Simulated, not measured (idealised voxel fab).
Process module heading - voxel self aligned vias
265 nm wide, 5 nm square cells: that's cross-section cut.
Format of a cross-section: grid, square cells. Given as bands. Order: top down. Band: one or more rows of cells. Read a band's entry like this: the first values are the height of its top and the height of its bottom in nm, and what follows is the sequence of materials from left to right, each with its width in nm. Note that "air" is empty space, and that a single material marked "full width" reaches across the band from edge to edge. The reference from which all heights are counted is 0, the level beneath which the as-received wafer is entirely one material; the lowest band, having no lower bound, proceeds downward and is written after the example "0 down". The two numbers in a width such as "30..40" mark its ends across the band: the first belongs to the top row of cells, the second to the bottom row, and from each row to the next the width moves by the same amount. Any step labelled "nothing was modified" changed none of the cells in the cross-section. In the "Enclosed internal voids" entry, you get each enclosed empty space of 8 cells or more, one with no open way to the top, written width x height at distance, distance from the left edge, in nm. On each step's line, the part that comes after the settings is the simulator's own comment on the step. "overlay nm" answers the question of how far to the right of plan the mask lay on a step that has a mask, and when it is negative the answer is to the left.

### Below is the list of planned process steps
1. RECEIVE,material Si
2. CONFORMAL_DEP,material SiO2,thk nm 10
3. CONFORMAL_DEP,material SiCN,thk nm 5
4. DIRECTIONAL_DEP,material SiO2,thk nm 20
5. MASKED_ETCH,tone open,mask id LINES,width nm 20,pitch nm 60,etch materials SiO2,depth nm 20,overlay nm 0
6. CONFORMAL_DEP,material TiN,thk nm 5
7. FILL_DEP,material Ru,thk nm 10
8. CMP,height nm 30
9. SELECTIVE_ETCH,etch materials W Ru TiN,depth nm 10
10. FILL_DEP,material SiN,thk nm 5
11. CMP,height nm 35
12. DIRECTIONAL_DEP,material SiO2,thk nm 20
13. PATTERN,tone open,mask id VIAS,material resist,width nm 30,pitch nm 60,thk nm 20,overlay nm 0
14. DIRECTIONAL_ETCH,etch materials SiO2,depth nm 20
15. DIRECTIONAL_ETCH,etch materials SiN,depth nm 10
16. STRIP,etch materials resist
17. CONFORMAL_DEP,material TiN,thk nm 5
18. FILL_DEP,material Ru,thk nm 10
19. CMP,height nm 55
20. CONFORMAL_DEP,material SiCN,thk nm 5
varied across the wafers: height nm of step 8. The plan shows the first wafer's value. All wafers start alike

### Step 1 complete: as-received cross-section of the first of several wafers
	0 down | Si full width
	Enclosed internal voids: none

### First of several wafers: cross-section at the end of the module, after step 20, its last step
	60 to 55 | SiCN full width
	55 to 35 | SiO2=85, TiN=5, Ru=20, TiN=5, SiO2=30, TiN=5, Ru=20, TiN=5, SiO2=90
	35 to 30 | SiN=85, TiN=10, Ru=10, TiN=10, SiN=30, TiN=10, Ru=10, TiN=10, SiN=90
	30 to 25 | SiO2=90, TiN=20, SiO2=40, TiN=20, SiO2=95
	25 to 20 | SiO2=90, SiN=20, SiO2=40, SiN=20, SiO2=95
	20 to 15 | SiO2=90, TiN=20, SiO2=40, TiN=20, SiO2=95
	15 to 10 | SiCN full width
	10 to 0 | SiO2 full width
	0 down | Si full width
	Enclosed internal voids: none

### Of the several wafers, the last: cross-section at the end of the module
	60 to 55 | SiCN full width
	55 to 40 | SiO2=85, TiN=5, Ru=20, TiN=5, SiO2=30, TiN=5, Ru=20, TiN=5, SiO2=90
	40 to 35 | SiO2=85, TiN=30, SiO2=30, TiN=30, SiO2=90
	35 to 20 | SiO2=90, TiN=5, Ru=10, TiN=5, SiO2=40, TiN=5, Ru=10, TiN=5, SiO2=95
	20 to 15 | SiO2=90, TiN=20, SiO2=40, TiN=20, SiO2=95
	15 to 10 | SiCN full width
	10 to 0 | SiO2 full width
	0 down | Si full width
	Enclosed internal voids: none

### Below, a row for every wafer. Read it as the end-of-module picture: for each material the wafer shows its cells gained (+) or lost (-) since it was received, and then its closed voids
height nm 30, +36 Ru, +106 SiCN, +49 SiN, +405 SiO2, +40 TiN, Enclosed internal voids: none
height nm 35, +36 Ru, +106 SiCN, +450 SiO2, +44 TiN, Enclosed internal voids: none
height nm 40, +36 Ru, +106 SiCN, +450 SiO2, +44 TiN, Enclosed internal voids: none
height nm 45, +36 Ru, +106 SiCN, +450 SiO2, +44 TiN, Enclosed internal voids: none
height nm 50, +36 Ru, +106 SiCN, +450 SiO2, +44 TiN, Enclosed internal voids: none
